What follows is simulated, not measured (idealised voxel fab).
process module | voxel wiring stack
cross-section cut | 240 nm wide | cells 5 nm
A cross-section is a grid of square cells, given in bands from the top down. A band is one or more rows of cells.
Each band's line starts with the height of the band's top and of its bottom, in nm. Then come its materials from left to right, each with its width in nm. One material with "throughout" fills the band from edge to edge. "air" is empty space.
Height 0 is the level under which the wafer as received is all one material. The lowest band goes on downwards, as in "0 down".
A width such as "30 to 40" changes by the same amount from each row of cells to the next, from the band's top row to its bottom row.
"no change" after a step means that no cell of the cross-section changed.
closed voids: empty space of 8 cells or more with no open way to the top, each as width x height at its distance from the left edge, in nm
after a step's settings: what the simulator itself notes on the step
overlay nm, on a step with a mask: how far to the right of its planned place the mask lay; to the left if negative
plan
1 op RECEIVE | material Si
2 op CONFORMAL_DEP | material SiO2 | thk nm 15
3 op DIRECTIONAL_DEP | material TiN | thk nm 5
4 op DIRECTIONAL_DEP | material W | thk nm 20
5 op DIRECTIONAL_DEP | material aC | thk nm 15
6 op PATTERN | tone cover | mask id METAL_1 | material resist | width nm 20 | pitch nm 40 | thk nm 35 | overlay nm 0
7 op DIRECTIONAL_ETCH | etch materials aC | depth nm 15
8 op STRIP | etch materials resist
9 op DIRECTIONAL_ETCH | etch materials W | depth nm 20
10 op DIRECTIONAL_ETCH | etch materials TiN | depth nm 5
11 op STRIP | etch materials aC
12 op CONFORMAL_DEP | material SiCN | thk nm 5
13 op FILL_DEP | material lowk | thk nm 5
14 op CMP | height nm 40
15 op CONFORMAL_DEP | material SiCN | thk nm 5
16 op DIRECTIONAL_DEP | material lowk | thk nm 20
17 op DIRECTIONAL_DEP | material aC | thk nm 15
18 op PATTERN | tone open | mask id PLUG_1 | material resist | width nm 15 | pitch nm 40 | thk nm 30 | overlay nm 0
19 op DIRECTIONAL_ETCH | etch materials aC | depth nm 15
20 op STRIP | etch materials resist
21 op DIRECTIONAL_ETCH | etch materials lowk | depth nm 20
22 op DIRECTIONAL_ETCH | etch materials SiCN | depth nm 5
23 op STRIP | etch materials aC
24 op EPI | material Ru | thk nm 10
25 op EPI | material Ru | thk nm 10
26 op EPI | material Ru | thk nm 5
27 op DIRECTIONAL_DEP | material TiN | thk nm 5
28 op DIRECTIONAL_DEP | material Ru | thk nm 15
29 op DIRECTIONAL_DEP | material aC | thk nm 10
30 op PATTERN | tone cover | mask id METAL_2 | material resist | width nm 20 | pitch nm 40 | thk nm 30 | overlay nm 0
31 op DIRECTIONAL_ETCH | etch materials aC | depth nm 10
32 op STRIP | etch materials resist
33 op DIRECTIONAL_ETCH | etch materials Ru | depth nm 15
34 op DIRECTIONAL_ETCH | etch materials TiN | depth nm 5
35 op STRIP | etch materials aC
36 op FILL_DEP | material SiO2 | thk nm 10
37 op CMP | height nm 85
38 op CONFORMAL_DEP | material SiN | thk nm 5
as received, after step 1
  0 down: Si throughout
  closed voids: none
first wafer at the end, as planned
  90 to 85: SiN throughout
  85 to 70: SiO2 50 | Ru 20 | SiO2 20 | Ru 20 | SiO2 20 | Ru 20 | SiO2 20 | Ru 20 | SiO2 50
  70 to 65: SiO2 50 | TiN 20 | SiO2 20 | TiN 20 | SiO2 20 | TiN 20 | SiO2 20 | TiN 20 | SiO2 50
  65 to 45: lowk 50 | Ru 15 | lowk 25 | Ru 15 | lowk 25 | Ru 15 | lowk 25 | Ru 15 | lowk 55
  45 to 40: SiCN 50 | Ru 15 | SiCN 25 | Ru 15 | SiCN 25 | Ru 15 | SiCN 25 | Ru 15 | SiCN 55
  40 to 20: lowk 45 | SiCN 5 | W 20 | SiCN 5 | lowk 10 | SiCN 5 | W 20 | SiCN 5 | lowk 10 | SiCN 5 | W 20 | SiCN 5 | lowk 10 | SiCN 5 | W 20 | SiCN 5 | lowk 45
  20 to 15: SiCN 50 | TiN 20 | SiCN 20 | TiN 20 | SiCN 20 | TiN 20 | SiCN 20 | TiN 20 | SiCN 50
  15 to 0: SiO2 throughout
  0 down: Si throughout
  closed voids: none
second wafer at the end: like start, like plan, one mistake
  90 to 85: SiN throughout
  85 to 70: SiO2 50 | Ru 20 | SiO2 20 | Ru 20 | SiO2 20 | Ru 20 | SiO2 20 | Ru 20 | SiO2 50
  70 to 65: SiO2 50 | TiN 20 | SiO2 20 | TiN 20 | SiO2 20 | TiN 20 | SiO2 20 | TiN 20 | SiO2 50
  65 to 45: lowk 50 | Ru 15 | lowk 25 | Ru 15 | lowk 25 | Ru 15 | lowk 25 | Ru 15 | lowk 55
  45 to 40: SiCN 50 | Ru 15 | SiCN 25 | Ru 15 | SiCN 25 | Ru 15 | SiCN 25 | Ru 15 | SiCN 55
  40 to 20: lowk 45 | SiCN 5 | W 25 | SiCN 5 | lowk 5 | SiCN 5 | W 25 | SiCN 5 | lowk 5 | SiCN 5 | W 25 | SiCN 5 | lowk 5 | SiCN 5 | W 25 | SiCN 5 | lowk 40
  20 to 15: SiCN 50 | TiN 25 | SiCN 15 | TiN 25 | SiCN 15 | TiN 25 | SiCN 15 | TiN 25 | SiCN 45
  15 to 0: SiO2 throughout
  0 down: Si throughout
  closed voids: none
what went wrong: step 6 ran as: op PATTERN | tone cover | mask id METAL_1 | material resist | width nm 25 | pitch nm 40 | thk nm 35 | overlay nm 0
at the end the second wafer has, in cells: 4 fewer of SiCN | 4 more of TiN | 16 more of W | 16 fewer of lowk
